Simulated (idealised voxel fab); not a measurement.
process module | voxel double patterning
cross-section cut | 175 nm wide | cells 5 nm
A cross-section is a grid of square cells, given in bands from the top down. A band is one or more rows of cells.
Each band's line starts with the height of the band's top and of its bottom, in nm. Then come its materials from left to right, each with its width in nm. One material with "throughout" fills the band from edge to edge. "air" is empty space.
Height 0 is the level under which the wafer as received is all one material. The lowest band goes on downwards, as in "0 down".
A width such as "30 to 40" changes by the same amount from each row of cells to the next, from the band's top row to its bottom row.
"no change" after a step means that no cell of the cross-section changed.
closed voids: empty space of 8 cells or more with no open way to the top, each as width x height at its distance from the left edge, in nm
after a step's settings: what the simulator itself notes on the step
overlay nm, on a step with a mask: how far to the right of its planned place the mask lay; to the left if negative
plan
1 op RECEIVE | material Si
2 op CONFORMAL_DEP | material SiO2 | thk nm 10
3 op DIRECTIONAL_DEP | material W | thk nm 10
4 op DIRECTIONAL_DEP | material SiCN | thk nm 5
5 op DIRECTIONAL_DEP | material aC | thk nm 10
6 op PATTERN | tone open | mask id FIRST | material resist | width nm 15 | pitch nm 50 | thk nm 25 | overlay nm 0
7 op DIRECTIONAL_ETCH | etch materials aC | depth nm 10
8 op STRIP | etch materials resist
9 op DIRECTIONAL_ETCH | etch materials SiCN | depth nm 5
10 op STRIP | etch materials aC
11 op PATTERN | tone open | mask id SECOND | material resist | width nm 15 | pitch nm 50 | thk nm 15 | overlay nm 0
12 op DIRECTIONAL_ETCH | etch materials SiCN | depth nm 5
13 op STRIP | etch materials resist
14 op DIRECTIONAL_ETCH | etch materials W | depth nm 10
15 op STRIP | etch materials SiCN
as received, after step 1
  0 down: Si throughout
  closed voids: none
a wafer at the end: this start, this plan, one mistake
  20 to 10: W 30 | air 15 | W 15 | air 15 | W 5 | air 15 | W 15 | air 15 | W 5 | air 15 | W 30
  10 to 0: SiO2 throughout
  0 down: Si throughout
  closed voids: none
what went wrong: step 11 ran as: op PATTERN | tone open | mask id SECOND | material resist | width nm 15 | pitch nm 50 | thk nm 15 | overlay nm 5
